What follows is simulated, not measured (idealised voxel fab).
Title: Process Module voxel wiring stack
Each square cell in cross-section cut measures 5 nm, and the section as a whole is 235 nm wide.
If you're reading a cross-section in this doc, picture square cells in a grid; it comes to you as bands, top ones listed first down to the bottom, and a band can be one or more rows of cells. It is stipulated that each band's entry specify, in nanometres, the height of the top of the band and then that of its bottom, followed by the materials of the band in left-to-right sequence, each together with its width in nanometres. A single material marked by the word "edge to edge" is understood to fill the band from edge to edge; the word "air" is understood to denote empty space. Heights from 0 (as-received wafer is one material below). Bottom band endless downward, as "0 nm and below". A width given as "30 to 40" starts at the first number in the band's top row and ends at the second number in its bottom row, shifting by an equal amount at every step from row to row. Take "no alterations made" at face value: in the step it is given for, the cross-section changed in none of its cells. Each empty space that has no open way to the top and spans at least 8 cells appears under "Listed closed voids" as width x height at distance, the distance counted from the left edge, all in nm. Anything after a step's settings on that line? It's the simulator's own note about the step. On any step carrying a mask, the "overlay nm" setting, if present on the step's line, tells how far right of its planned place the mask lay; negative values point to the left.

### Process steps - plan
- 1: RECEIVE | material Si
- 2: CONFORMAL_DEP | material SiO2 | thk nm 15
- 3: DIRECTIONAL_DEP | material TiN | thk nm 5
- 4: DIRECTIONAL_DEP | material W | thk nm 25
- 5: PATTERN | tone cover | mask id METAL_1 | material resist | width nm 20 | pitch nm 40 | thk nm 15 | overlay nm 0
- 6: DIRECTIONAL_ETCH | etch materials W | depth nm 25
- 7: DIRECTIONAL_ETCH | etch materials TiN | depth nm 5
- 8: STRIP | etch materials resist
- 9: FILL_DEP | material lowk | thk nm 5
- 10: CMP | height nm 45
- 11: CONFORMAL_DEP | material SiCN | thk nm 5
- 12: DIRECTIONAL_DEP | material SiO2 | thk nm 15
- 13: PATTERN | tone open | mask id PLUG_1 | material resist | width nm 15 | pitch nm 40 | thk nm 20 | overlay nm 0
- 14: DIRECTIONAL_ETCH | etch materials SiO2 | depth nm 15
- 15: DIRECTIONAL_ETCH | etch materials SiCN | depth nm 5
- 16: STRIP | etch materials resist
- 17: CONFORMAL_DEP | material TiN | thk nm 5
- 18: FILL_DEP | material W | thk nm 10
- 19: CMP | height nm 65
- 20: CONFORMAL_DEP | material SiCN | thk nm 5
- 21: DIRECTIONAL_DEP | material SiO2 | thk nm 20
- 22: PATTERN | tone open | mask id METAL_2 | material resist | width nm 20 | pitch nm 40 | thk nm 15 | overlay nm 0
- 23: DIRECTIONAL_ETCH | etch materials SiO2 | depth nm 20
- 24: DIRECTIONAL_ETCH | etch materials SiCN | depth nm 5
- 25: STRIP | etch materials resist
- 26: CONFORMAL_DEP | material TiN | thk nm 5
- 27: FILL_DEP | material Cu | thk nm 10
- 28: CMP | height nm 90
- 29: EPI | material Ru | thk nm 5
- 30: FILL_DEP | material SiCN | thk nm 5
- 31: DIRECTIONAL_DEP | material lowk | thk nm 30
- 32: PATTERN | tone open | mask id METAL_3 | material resist | width nm 20 | pitch nm 40 | thk nm 20 | overlay nm 0
- 33: DIRECTIONAL_ETCH | etch materials lowk | depth nm 20
- 34: STRIP | etch materials resist
- 35: DIRECTIONAL_DEP | material aC | thk nm 10
- 36: PATTERN | tone open | mask id METAL_3_HOLES | material resist | width nm 15 | thk nm 25 | overlay nm 0
- 37: DIRECTIONAL_ETCH | etch materials aC | depth nm 10
- 38: STRIP | etch materials resist
- 39: DIRECTIONAL_ETCH | etch materials lowk | depth nm 10
- 40: DIRECTIONAL_ETCH | etch materials SiCN | depth nm 5
- 41: STRIP | etch materials aC
- 42: CONFORMAL_DEP | material TiN | thk nm 5
- 43: FILL_DEP | material Ru | thk nm 5
- 44: CMP | height nm 130
- 45: CONFORMAL_DEP | material SiCN | thk nm 5
- 46: DIRECTIONAL_DEP | material lowk | thk nm 10
- 47: DIRECTIONAL_DEP | material aC | thk nm 10
- 48: PATTERN | tone open | mask id PLUG_3 | material resist | width nm 15 | pitch nm 40 | thk nm 25 | overlay nm 0
- 49: DIRECTIONAL_ETCH | etch materials aC | depth nm 10
- 50: STRIP | etch materials resist
- 51: DIRECTIONAL_ETCH | etch materials lowk | depth nm 10
- 52: DIRECTIONAL_ETCH | etch materials SiCN | depth nm 5
- 53: STRIP | etch materials aC
- 54: CONFORMAL_DEP | material TiN | thk nm 5
- 55: FILL_DEP | material Cu | thk nm 5
- 56: CMP | height nm 145
- 57: DIRECTIONAL_DEP | material TiN | thk nm 5
- 58: DIRECTIONAL_DEP | material Ru | thk nm 15
- 59: DIRECTIONAL_DEP | material aC | thk nm 10
- 60: PATTERN | tone cover | mask id METAL_4 | material resist | width nm 20 | pitch nm 40 | thk nm 30 | overlay nm 0
- 61: DIRECTIONAL_ETCH | etch materials aC | depth nm 10
- 62: STRIP | etch materials resist
- 63: DIRECTIONAL_ETCH | etch materials Ru | depth nm 15
- 64: DIRECTIONAL_ETCH | etch materials TiN | depth nm 5
- 65: STRIP | etch materials aC
- 66: CONFORMAL_DEP | material SiN | thk nm 5
- 67: FILL_DEP | material SiO2 | thk nm 10
- 68: CMP | height nm 165
- 69: CONFORMAL_DEP | material SiCN | thk nm 5

### This is the cross-section of the wafer as we received it, i.e. after step 1
	0 nm and below | Si edge to edge
	Listed closed voids: none

### The plan above was carried out on the starting structure above with one mistake, and this cross-section shows the wafer at the end of the module
	170 nm to 165 nm | SiCN edge to edge
	165 nm to 150 nm | Ru 85 nm, then SiN 5 nm, then SiO2 10 nm, then SiN 5 nm, then Ru 20 nm, then SiN 5 nm, then SiO2 10 nm, then SiN 5 nm, then Ru 90 nm
	150 nm to 145 nm | TiN 85 nm, then SiN 20 nm, then TiN 20 nm, then SiN 20 nm, then TiN 90 nm
	145 nm to 135 nm | lowk 85 nm, then TiN 5 nm, then Cu 5 nm, then TiN 5 nm, then lowk 25 nm, then TiN 5 nm, then Cu 5 nm, then TiN 5 nm, then lowk 95 nm
	135 nm to 130 nm | SiCN 85 nm, then TiN 15 nm, then SiCN 25 nm, then TiN 15 nm, then SiCN 95 nm
	130 nm to 115 nm | lowk 85 nm, then TiN 5 nm, then Ru 10 nm, then TiN 5 nm, then lowk 20 nm, then TiN 5 nm, then Ru 10 nm, then TiN 5 nm, then lowk 90 nm
	115 nm to 110 nm | lowk 85 nm, then TiN 5 nm, then Ru 5 nm, then TiN 10 nm, then lowk 20 nm, then TiN 20 nm, then lowk 90 nm
	110 nm to 100 nm | lowk 85 nm, then TiN 5 nm, then Ru 5 nm, then TiN 5 nm, then lowk 135 nm
	100 nm to 95 nm | SiCN 85 nm, then TiN 15 nm, then SiCN 135 nm
	95 nm to 90 nm | SiCN 80 nm, then Ru 30 nm, then SiCN 10 nm, then Ru 30 nm, then SiCN 85 nm
	90 nm to 70 nm | SiO2 85 nm, then TiN 5 nm, then Cu 10 nm, then TiN 5 nm, then SiO2 20 nm, then TiN 5 nm, then Cu 10 nm, then TiN 5 nm, then SiO2 90 nm
	70 nm to 65 nm | SiCN 85 nm, then TiN 20 nm, then SiCN 20 nm, then TiN 20 nm, then SiCN 90 nm
	65 nm to 50 nm | SiO2 85 nm, then TiN 5 nm, then W 5 nm, then TiN 5 nm, then SiO2 25 nm, then TiN 5 nm, then W 5 nm, then TiN 5 nm, then SiO2 95 nm
	50 nm to 45 nm | SiCN 85 nm, then TiN 15 nm, then SiCN 25 nm, then TiN 15 nm, then SiCN 95 nm
	45 nm to 20 nm | lowk 85 nm, then W 20 nm, then lowk 20 nm, then W 20 nm, then lowk 90 nm
	20 nm to 15 nm | lowk 85 nm, then TiN 20 nm, then lowk 20 nm, then TiN 20 nm, then lowk 90 nm
	15 nm to 0 nm | SiO2 edge to edge
	0 nm and below | Si edge to edge
	Listed closed voids: none
So what did we get wrong on this run? it should be noted that step 60 was executed with settings other than those planned, the operation and settings actually applied being PATTERN | tone open | mask id METAL_4 | material resist | width nm 20 | pitch nm 40 | thk nm 30 | overlay nm 0
